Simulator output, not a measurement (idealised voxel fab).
process module | voxel tone inversion
cross-section cut | 175 nm wide | cells 5 nm
A cross-section is a grid of square cells, given in bands from the top down. A band is one or more rows of cells.
Each band's line starts with the height of the band's top and of its bottom, in nm. Then come its materials from left to right, each with its width in nm. One material with "throughout" fills the band from edge to edge. "air" is empty space.
Height 0 is the level under which the wafer as received is all one material. The lowest band goes on downwards, as in "0 down".
A width such as "30 to 40" changes by the same amount from each row of cells to the next, from the band's top row to its bottom row.
"no change" after a step means that no cell of the cross-section changed.
closed voids: empty space of 8 cells or more with no open way to the top, each as width x height at its distance from the left edge, in nm
after a step's settings: what the simulator itself notes on the step
overlay nm, on a step with a mask: how far to the right of its planned place the mask lay; to the left if negative
plan
1 op RECEIVE | material Si
2 op CONFORMAL_DEP | material SiCN | thk nm 5
3 op DIRECTIONAL_DEP | material aC | thk nm 25
4 op PATTERN | tone cover | mask id POSTS | material resist | width nm 25 | pitch nm 55 | thk nm 35 | overlay nm 0
5 op DIRECTIONAL_ETCH | etch materials aC | depth nm 25
6 op STRIP | etch materials resist
7 op FILL_DEP | material SiO2 | thk nm 5
8 op CMP | height nm 30
9 op STRIP | etch materials aC
first wafer, as planned
as received, after step 1
  0 down: Si throughout
  closed voids: none
after step 2
  5 to 0: SiCN throughout
  below 0: unchanged
after step 3
  30 to 5: aC throughout
  below 5: unchanged
after step 4
  65 to 30: air 20 | resist 25 | air 30 | resist 25 | air 30 | resist 25 | air 20
  below 30: unchanged
after step 5
  40 to 30: air 20 | resist 25 | air 30 | resist 25 | air 30 | resist 25 | air 20
  30 to 5: air 20 | aC 25 | air 30 | aC 25 | air 30 | aC 25 | air 20
  below 5: unchanged
after step 6
  30 to 5: air 20 | aC 25 | air 30 | aC 25 | air 30 | aC 25 | air 20
  below 5: unchanged
after step 7
  35 to 30: SiO2 throughout
  30 to 5: SiO2 20 | aC 25 | SiO2 30 | aC 25 | SiO2 30 | aC 25 | SiO2 20
  below 5: unchanged
after step 8
  30 to 5: SiO2 20 | aC 25 | SiO2 30 | aC 25 | SiO2 30 | aC 25 | SiO2 20
  below 5: unchanged
after step 9
  30 to 5: SiO2 20 | air 25 | SiO2 30 | air 25 | SiO2 30 | air 25 | SiO2 20
  below 5: unchanged
second wafer: like start, like plan, one mistake. Through step 5 it matches the first wafer
when step 6 should have ended
  30 to 5: air 20 | aC 25 | air 30 | aC 25 | air 30 | aC 25 | air 20
  below 5: unchanged
when step 7 should have ended
  35 to 30: SiO2 throughout
  30 to 5: SiO2 20 | aC 25 | SiO2 30 | aC 25 | SiO2 30 | aC 25 | SiO2 20
  below 5: unchanged
when step 8 should have ended
  30 to 5: SiO2 20 | aC 25 | SiO2 30 | aC 25 | SiO2 30 | aC 25 | SiO2 20
  below 5: unchanged
when step 9 should have ended
  30 to 5: SiO2 20 | air 25 | SiO2 30 | air 25 | SiO2 30 | air 25 | SiO2 20
  below 5: unchanged
what went wrong: step 6 was run twice
at the end the two cross-sections are the same: no effect in what this model computes
